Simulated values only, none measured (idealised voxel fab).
process module | voxel transistor to metal
cross-section cut | 155 nm wide | cells 5 nm
A cross-section is a grid of square cells, given in bands from the top down. A band is one or more rows of cells.
Each band's line starts with the height of the band's top and of its bottom, in nm. Then come its materials from left to right, each with its width in nm. One material with "throughout" fills the band from edge to edge. "air" is empty space.
Height 0 is the level under which the wafer as received is all one material. The lowest band goes on downwards, as in "0 down".
A width such as "30 to 40" changes by the same amount from each row of cells to the next, from the band's top row to its bottom row.
"no change" after a step means that no cell of the cross-section changed.
closed voids: empty space of 8 cells or more with no open way to the top, each as width x height at its distance from the left edge, in nm
after a step's settings: what the simulator itself notes on the step
overlay nm, on a step with a mask: how far to the right of its planned place the mask lay; to the left if negative
plan
1 op RECEIVE | material Si
2 op CONFORMAL_DEP | material SiO2 | thk nm 5
3 op CONFORMAL_DEP | material SiN | thk nm 15
4 op DIRECTIONAL_DEP | material aC | thk nm 10
5 op PATTERN | tone cover | mask id ACTIVE | material resist | width nm 95 | thk nm 30 | overlay nm 0
6 op DIRECTIONAL_ETCH | etch materials aC | depth nm 10
7 op STRIP | etch materials resist
8 op DIRECTIONAL_ETCH | etch materials SiN | depth nm 15
9 op DIRECTIONAL_ETCH | etch materials SiO2 | depth nm 5
10 op DIRECTIONAL_ETCH | etch materials Si | depth nm 20
11 op STRIP | etch materials aC
12 op FILL_DEP | material SiO2 | thk nm 10
13 op CMP | height nm 20
14 op SELECTIVE_ETCH | etch materials SiO2 | depth nm 10
15 op STRIP | etch materials SiN
16 op SELECTIVE_ETCH | etch materials SiO2 | depth nm 5
17 op OXIDIZE | depth nm 5
18 op DIRECTIONAL_DEP | material polySi | thk nm 25
19 op DIRECTIONAL_DEP | material SiCN | thk nm 15
20 op DIRECTIONAL_DEP | material aC | thk nm 15
21 op PATTERN | tone cover | mask id GATE | material resist | width nm 15 | thk nm 35 | overlay nm 0
22 op DIRECTIONAL_ETCH | etch materials aC | depth nm 15
23 op STRIP | etch materials resist
24 op DIRECTIONAL_ETCH | etch materials SiCN | depth nm 25
25 op DIRECTIONAL_ETCH | etch materials polySi | depth nm 35
26 op STRIP | etch materials aC
27 op CONFORMAL_DEP | material SiO2 | thk nm 5
28 op DIRECTIONAL_ETCH | etch materials SiO2 | depth nm 5
29 op CONFORMAL_DEP | material SiN | thk nm 10
30 op DIRECTIONAL_ETCH | etch materials SiN | depth nm 10
31 op DIRECTIONAL_ETCH | etch materials SiO2 | depth nm 5
32 op DIRECTIONAL_ETCH | etch materials Si | depth nm 10
33 op EPI | material SiGe | thk nm 10
34 op FILL_DEP | material SiO2 | thk nm 10
35 op CMP | height nm 40
36 op DIRECTIONAL_DEP | material SiO2 | thk nm 10
37 op DIRECTIONAL_DEP | material aC | thk nm 15
38 op PATTERN | tone open | mask id CONTACT | material resist | width nm 30 | pitch nm 55 | thk nm 30 | overlay nm 0
39 op DIRECTIONAL_ETCH | etch materials aC | depth nm 15
40 op STRIP | etch materials resist
41 op DIRECTIONAL_ETCH | etch materials SiO2 | depth nm 45
42 op STRIP | etch materials aC
43 op CONFORMAL_DEP | material TiN | thk nm 5
44 op FILL_DEP | material Ru | thk nm 10
45 op CMP | height nm 50
46 op DIRECTIONAL_DEP | material TiN | thk nm 5
47 op DIRECTIONAL_DEP | material W | thk nm 20
48 op MASKED_ETCH | tone cover | mask id METAL_1 | width nm 20 | pitch nm 65 | etch materials W | depth nm 20 | overlay nm 0
49 op MASKED_ETCH | tone cover | mask id METAL_1 | width nm 20 | pitch nm 65 | etch materials TiN | depth nm 5 | overlay nm 0
50 op FILL_DEP | material SiO2 | thk nm 10
51 op CMP | height nm 75
52 op CONFORMAL_DEP | material SiN | thk nm 5
first wafer, as planned
as received, after step 1
  0 down: Si throughout
  closed voids: none
after step 2
  5 to 0: SiO2 throughout
  below 0: unchanged
after step 3
  20 to 5: SiN throughout
  below 5: unchanged
after step 4
  30 to 20: aC throughout
  below 20: unchanged
after step 5
  60 to 30: air 30 | resist 95 | air 30
  below 30: unchanged
after step 6
  50 to 30: air 30 | resist 95 | air 30
  30 to 20: air 30 | aC 95 | air 30
  below 20: unchanged
after step 7
  30 to 20: air 30 | aC 95 | air 30
  below 20: unchanged
after step 8
  30 to 20: air 30 | aC 95 | air 30
  20 to 5: air 30 | SiN 95 | air 30
  below 5: unchanged
after step 9
  30 to 20: air 30 | aC 95 | air 30
  20 to 5: air 30 | SiN 95 | air 30
  5 to 0: air 30 | SiO2 95 | air 30
  below 0: unchanged
after step 10
  30 to 20: air 30 | aC 95 | air 30
  20 to 5: air 30 | SiN 95 | air 30
  5 to 0: air 30 | SiO2 95 | air 30
  0 to -20: air 30 | Si 95 | air 30
  below -20: unchanged
after step 11
  20 to 5: air 30 | SiN 95 | air 30
  below 5: unchanged
after step 12
  30 to 20: SiO2 throughout
  20 to 5: SiO2 30 | SiN 95 | SiO2 30
  5 to 0: SiO2 throughout
  0 to -20: SiO2 30 | Si 95 | SiO2 30
  below -20: unchanged
after step 13
  20 to 5: SiO2 30 | SiN 95 | SiO2 30
  below 5: unchanged
after step 14
  20 to 10: air 30 | SiN 95 | air 30
  below 10: unchanged
after step 15
  10 to 5: SiO2 30 | air 95 | SiO2 30
  below 5: unchanged
after step 16
  5 to 0: SiO2 25 | air 105 | SiO2 25
  below 0: unchanged
after step 17
  5 to 0: SiO2 25 | air 105 | SiO2 25
  0 to -5: SiO2 throughout
  below -5: unchanged
after step 18
  30 to 25: polySi 25 | air 105 | polySi 25
  25 to 5: polySi throughout
  5 to 0: SiO2 25 | polySi 105 | SiO2 25
  below 0: unchanged
after step 19
  45 to 40: SiCN 25 | air 105 | SiCN 25
  40 to 30: SiCN throughout
  30 to 25: polySi 25 | SiCN 105 | polySi 25
  below 25: unchanged
after step 20
  60 to 55: aC 25 | air 105 | aC 25
  55 to 45: aC throughout
  45 to 40: SiCN 25 | aC 105 | SiCN 25
  below 40: unchanged
after step 21
  95 to 60: air 70 | resist 15 | air 70
  60 to 55: aC 25 | air 45 | resist 15 | air 45 | aC 25
  below 55: unchanged
after step 22
  80 to 55: air 70 | resist 15 | air 70
  55 to 45: air 70 | aC 15 | air 70
  45 to 40: SiCN 25 | air 45 | aC 15 | air 45 | SiCN 25
  below 40: unchanged
after step 23
  55 to 45: air 70 | aC 15 | air 70
  below 45: unchanged
after step 24
  55 to 40: air 70 | aC 15 | air 70
  40 to 30: air 70 | SiCN 15 | air 70
  30 to 25: polySi 25 | air 45 | SiCN 15 | air 45 | polySi 25
  below 25: unchanged
after step 25
  55 to 40: air 70 | aC 15 | air 70
  40 to 25: air 70 | SiCN 15 | air 70
  25 to 5: air 70 | polySi 15 | air 70
  5 to 0: SiO2 25 | air 45 | polySi 15 | air 45 | SiO2 25
  below 0: unchanged
after step 26
  40 to 25: air 70 | SiCN 15 | air 70
  below 25: unchanged
after step 27
  45 to 40: air 65 | SiO2 25 | air 65
  40 to 25: air 65 | SiO2 5 | SiCN 15 | SiO2 5 | air 65
  25 to 10: air 65 | SiO2 5 | polySi 15 | SiO2 5 | air 65
  10 to 5: SiO2 30 | air 35 | SiO2 5 | polySi 15 | SiO2 5 | air 35 | SiO2 30
  5 to 0: SiO2 70 | polySi 15 | SiO2 70
  below 0: unchanged
after step 28
  40 to 25: air 65 | SiO2 5 | SiCN 15 | SiO2 5 | air 65
  25 to 5: air 65 | SiO2 5 | polySi 15 | SiO2 5 | air 65
  5 to 0: SiO2 30 | air 35 | SiO2 5 | polySi 15 | SiO2 5 | air 35 | SiO2 30
  below 0: unchanged
after step 29
  50 to 40: air 55 | SiN 45 | air 55
  40 to 25: air 55 | SiN 10 | SiO2 5 | SiCN 15 | SiO2 5 | SiN 10 | air 55
  25 to 15: air 55 | SiN 10 | SiO2 5 | polySi 15 | SiO2 5 | SiN 10 | air 55
  15 to 10: SiN 40 | air 15 | SiN 10 | SiO2 5 | polySi 15 | SiO2 5 | SiN 10 | air 15 | SiN 40
  10 to 5: SiN 65 | SiO2 5 | polySi 15 | SiO2 5 | SiN 65
  5 to 0: SiO2 30 | SiN 35 | SiO2 5 | polySi 15 | SiO2 5 | SiN 35 | SiO2 30
  below 0: unchanged
after step 30
  40 to 25: air 55 | SiN 10 | SiO2 5 | SiCN 15 | SiO2 5 | SiN 10 | air 55
  25 to 5: air 55 | SiN 10 | SiO2 5 | polySi 15 | SiO2 5 | SiN 10 | air 55
  5 to 0: SiO2 30 | SiN 10 | air 15 | SiN 10 | SiO2 5 | polySi 15 | SiO2 5 | SiN 10 | air 15 | SiN 10 | SiO2 30
  below 0: unchanged
after step 31
  40 to 35: air 55 | SiN 10 | air 5 | SiCN 15 | air 5 | SiN 10 | air 55
  35 to 25: air 55 | SiN 10 | SiO2 5 | SiCN 15 | SiO2 5 | SiN 10 | air 55
  25 to 5: air 55 | SiN 10 | SiO2 5 | polySi 15 | SiO2 5 | SiN 10 | air 55
  5 to 0: air 30 | SiN 10 | air 15 | SiN 10 | SiO2 5 | polySi 15 | SiO2 5 | SiN 10 | air 15 | SiN 10 | air 30
  0 to -5: SiO2 40 | air 15 | SiO2 45 | air 15 | SiO2 40
  below -5: unchanged
after step 32
  40 to 35: air 55 | SiN 10 | air 5 | SiCN 15 | air 5 | SiN 10 | air 55
  35 to 25: air 55 | SiN 10 | SiO2 5 | SiCN 15 | SiO2 5 | SiN 10 | air 55
  25 to 5: air 55 | SiN 10 | SiO2 5 | polySi 15 | SiO2 5 | SiN 10 | air 55
  5 to 0: air 30 | SiN 10 | air 15 | SiN 10 | SiO2 5 | polySi 15 | SiO2 5 | SiN 10 | air 15 | SiN 10 | air 30
  0 to -5: SiO2 40 | air 15 | SiO2 45 | air 15 | SiO2 40
  -5 to -15: SiO2 30 | Si 10 | air 15 | Si 45 | air 15 | Si 10 | SiO2 30
  below -15: unchanged
after step 33
  40 to 35: air 55 | SiN 10 | air 5 | SiCN 15 | air 5 | SiN 10 | air 55
  35 to 25: air 55 | SiN 10 | SiO2 5 | SiCN 15 | SiO2 5 | SiN 10 | air 55
  25 to 5: air 55 | SiN 10 | SiO2 5 | polySi 15 | SiO2 5 | SiN 10 | air 55
  5 to 0: air 30 | SiN 10 | SiGe 15 | SiN 10 | SiO2 5 | polySi 15 | SiO2 5 | SiN 10 | SiGe 15 | SiN 10 | air 30
  0 to -5: SiO2 40 | SiGe 15 | SiO2 45 | SiGe 15 | SiO2 40
  -5 to -15: SiO2 30 | Si 10 | SiGe 15 | Si 45 | SiGe 15 | Si 10 | SiO2 30
  below -15: unchanged
after step 34
  50 to 40: SiO2 throughout
  40 to 25: SiO2 55 | SiN 10 | SiO2 5 | SiCN 15 | SiO2 5 | SiN 10 | SiO2 55
  25 to 5: SiO2 55 | SiN 10 | SiO2 5 | polySi 15 | SiO2 5 | SiN 10 | SiO2 55
  5 to 0: SiO2 30 | SiN 10 | SiGe 15 | SiN 10 | SiO2 5 | polySi 15 | SiO2 5 | SiN 10 | SiGe 15 | SiN 10 | SiO2 30
  below 0: unchanged
after step 35
  40 to 25: SiO2 55 | SiN 10 | SiO2 5 | SiCN 15 | SiO2 5 | SiN 10 | SiO2 55
  below 25: unchanged
after step 36
  50 to 40: SiO2 throughout
  below 40: unchanged
after step 37
  65 to 50: aC throughout
  below 50: unchanged
after step 38
  95 to 65: resist 35 | air 30 | resist 25 | air 30 | resist 35
  below 65: unchanged
after step 39
  80 to 65: resist 35 | air 30 | resist 25 | air 30 | resist 35
  65 to 50: aC 35 | air 30 | aC 25 | air 30 | aC 35
  below 50: unchanged
after step 40
  65 to 50: aC 35 | air 30 | aC 25 | air 30 | aC 35
  below 50: unchanged
after step 41
  65 to 50: aC 35 | air 30 | aC 25 | air 30 | aC 35
  50 to 40: SiO2 35 | air 30 | SiO2 25 | air 30 | SiO2 35
  40 to 25: SiO2 35 | air 20 | SiN 10 | SiO2 5 | SiCN 15 | SiO2 5 | SiN 10 | air 20 | SiO2 35
  25 to 5: SiO2 35 | air 20 | SiN 10 | SiO2 5 | polySi 15 | SiO2 5 | SiN 10 | air 20 | SiO2 35
  below 5: unchanged
after step 42
  50 to 40: SiO2 35 | air 30 | SiO2 25 | air 30 | SiO2 35
  below 40: unchanged
after step 43
  55 to 50: TiN 40 | air 20 | TiN 35 | air 20 | TiN 40
  50 to 40: SiO2 35 | TiN 5 | air 20 to 10 | TiN 5 to 15 | SiO2 25 | TiN 5 to 15 | air 20 to 10 | TiN 5 | SiO2 35
  40 to 25: SiO2 35 | TiN 5 | air 10 | TiN 5 | SiN 10 | SiO2 5 | SiCN 15 | SiO2 5 | SiN 10 | TiN 5 | air 10 | TiN 5 | SiO2 35
  25 to 10: SiO2 35 | TiN 5 | air 10 | TiN 5 | SiN 10 | SiO2 5 | polySi 15 | SiO2 5 | SiN 10 | TiN 5 | air 10 | TiN 5 | SiO2 35
  10 to 5: SiO2 35 | TiN 20 | SiN 10 | SiO2 5 | polySi 15 | SiO2 5 | SiN 10 | TiN 20 | SiO2 35
  below 5: unchanged
after step 44
  65 to 55: Ru throughout
  55 to 50: TiN 40 | Ru 20 | TiN 35 | Ru 20 | TiN 40
  50 to 40: SiO2 35 | TiN 5 | Ru 20 to 10 | TiN 5 to 15 | SiO2 25 | TiN 5 to 15 | Ru 20 to 10 | TiN 5 | SiO2 35
  40 to 25: SiO2 35 | TiN 5 | Ru 10 | TiN 5 | SiN 10 | SiO2 5 | SiCN 15 | SiO2 5 | SiN 10 | TiN 5 | Ru 10 | TiN 5 | SiO2 35
  25 to 10: SiO2 35 | TiN 5 | Ru 10 | TiN 5 | SiN 10 | SiO2 5 | polySi 15 | SiO2 5 | SiN 10 | TiN 5 | Ru 10 | TiN 5 | SiO2 35
  below 10: unchanged
after step 45
  50 to 40: SiO2 35 | TiN 5 | Ru 20 to 10 | TiN 5 to 15 | SiO2 25 | TiN 5 to 15 | Ru 20 to 10 | TiN 5 | SiO2 35
  below 40: unchanged
after step 46
  55 to 50: TiN throughout
  below 50: unchanged
after step 47
  75 to 55: W throughout
  below 55: unchanged
after step 48
  75 to 55: air 35 | W 20 | air 45 | W 20 | air 35
  below 55: unchanged
after step 49
  75 to 55: air 35 | W 20 | air 45 | W 20 | air 35
  55 to 50: air 35 | TiN 20 | air 45 | TiN 20 | air 35
  below 50: unchanged
after step 50
  85 to 75: SiO2 throughout
  75 to 55: SiO2 35 | W 20 | SiO2 45 | W 20 | SiO2 35
  55 to 50: SiO2 35 | TiN 20 | SiO2 45 | TiN 20 | SiO2 35
  below 50: unchanged
after step 51
  75 to 55: SiO2 35 | W 20 | SiO2 45 | W 20 | SiO2 35
  below 55: unchanged
after step 52
  80 to 75: SiN throughout
  below 75: unchanged
second wafer: like start, like plan, one mistake. Through step 51 it matches the first wafer
when step 52 should have ended
  80 to 75: aC throughout
  below 75: unchanged
what went wrong: step 52 ran as: op CONFORMAL_DEP | material aC | thk nm 5
at the end the second wafer has, in cells: 31 fewer of SiN | 31 more of aC
